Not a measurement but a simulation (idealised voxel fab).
process module | voxel capacitor over wiring
cross-section cut | 260 nm wide | cells 5 nm
A cross-section is a grid of square cells, given in bands from the top down. A band is one or more rows of cells.
Each band's line starts with the height of the band's top and of its bottom, in nm. Then come its materials from left to right, each with its width in nm. One material with "throughout" fills the band from edge to edge. "air" is empty space.
Height 0 is the level under which the wafer as received is all one material. The lowest band goes on downwards, as in "0 down".
A width such as "30 to 40" changes by the same amount from each row of cells to the next, from the band's top row to its bottom row.
"no change" after a step means that no cell of the cross-section changed.
closed voids: empty space of 8 cells or more with no open way to the top, each as width x height at its distance from the left edge, in nm
after a step's settings: what the simulator itself notes on the step
overlay nm, on a step with a mask: how far to the right of its planned place the mask lay; to the left if negative
plan
1 op RECEIVE | material Si
2 op CONFORMAL_DEP | material SiO2 | thk nm 15
3 op CONFORMAL_DEP | material SiCN | thk nm 5
4 op DIRECTIONAL_DEP | material SiO2 | thk nm 15
5 op MASKED_ETCH | tone open | mask id METAL_1 | width nm 30 | pitch nm 100 | etch materials SiO2 | depth nm 15 | overlay nm 0
6 op MASKED_ETCH | tone open | mask id METAL_1 | width nm 30 | pitch nm 100 | etch materials SiCN | depth nm 5 | overlay nm 0
7 op CONFORMAL_DEP | material TiN | thk nm 5
8 op FILL_DEP | material Cu | thk nm 5
9 op CMP | height nm 35
10 op EPI | material Ru | thk nm 5
11 op FILL_DEP | material SiCN | thk nm 5
12 op DIRECTIONAL_DEP | material SiO2 | thk nm 15
13 op MASKED_ETCH | tone open | mask id PLUG_1 | width nm 15 | etch materials SiO2 | depth nm 15 | overlay nm 0
14 op MASKED_ETCH | tone open | mask id PLUG_1 | width nm 15 | etch materials SiCN | depth nm 5 | overlay nm 0
15 op EPI | material Ru | thk nm 10
16 op EPI | material Ru | thk nm 10
17 op DIRECTIONAL_DEP | material TiN | thk nm 5
18 op DIRECTIONAL_DEP | material Al2O3 | thk nm 5
19 op DIRECTIONAL_DEP | material TiN | thk nm 10
20 op MASKED_ETCH | tone cover | mask id UPPER_PLATE | width nm 75 | etch materials TiN | depth nm 10 | overlay nm 0
21 op MASKED_ETCH | tone cover | mask id UPPER_PLATE | width nm 75 | etch materials Al2O3 | depth nm 5 | overlay nm 0
22 op PATTERN | tone cover | mask id LOWER_PLATE | material resist | width nm 85 | thk nm 15 | overlay nm 0
23 op DIRECTIONAL_ETCH | etch materials TiN | depth nm 5
24 op STRIP | etch materials resist
25 op FILL_DEP | material SiO2 | thk nm 20
26 op CMP | height nm 95
27 op PATTERN | tone open | mask id PLUG_2 | material resist | width nm 15 | thk nm 15 | overlay nm 0
28 op DIRECTIONAL_ETCH | etch materials SiO2 | depth nm 15
29 op STRIP | etch materials resist
30 op CONFORMAL_DEP | material TiN | thk nm 5
31 op FILL_DEP | material Ru | thk nm 10
32 op CMP | height nm 95
33 op CONFORMAL_DEP | material SiN | thk nm 5
as received, after step 1
  0 down: Si throughout
  closed voids: none
a wafer at the end: this start, this plan, one mistake
  100 to 95: Ru throughout
  95 to 85: SiO2 90 | TiN 5 | Ru 5 | TiN 5 | SiO2 155
  85 to 80: SiO2 90 | TiN 15 | SiO2 155
  80 to 70: SiO2 80 | TiN 75 | SiO2 105
  70 to 65: SiO2 80 | Al2O3 75 | SiO2 105
  65 to 60: SiO2 75 | TiN 85 | SiO2 100
  60 to 45: SiO2 80 | Ru 15 | SiO2 165
  45 to 40: SiCN 80 | Ru 15 | SiCN 165
  40 to 35: SiCN 60 | Ru 40 | SiCN 60 | Ru 40 | SiCN 60
  35 to 20: SiO2 65 | TiN 5 | Cu 20 | TiN 5 | SiO2 70 | TiN 5 | Cu 20 | TiN 5 | SiO2 65
  20 to 15: SiCN 65 | TiN 30 | SiCN 70 | TiN 30 | SiCN 65
  15 to 0: SiO2 throughout
  0 down: Si throughout
  closed voids: none
what went wrong: step 33 ran as: op CONFORMAL_DEP | material Ru | thk nm 5
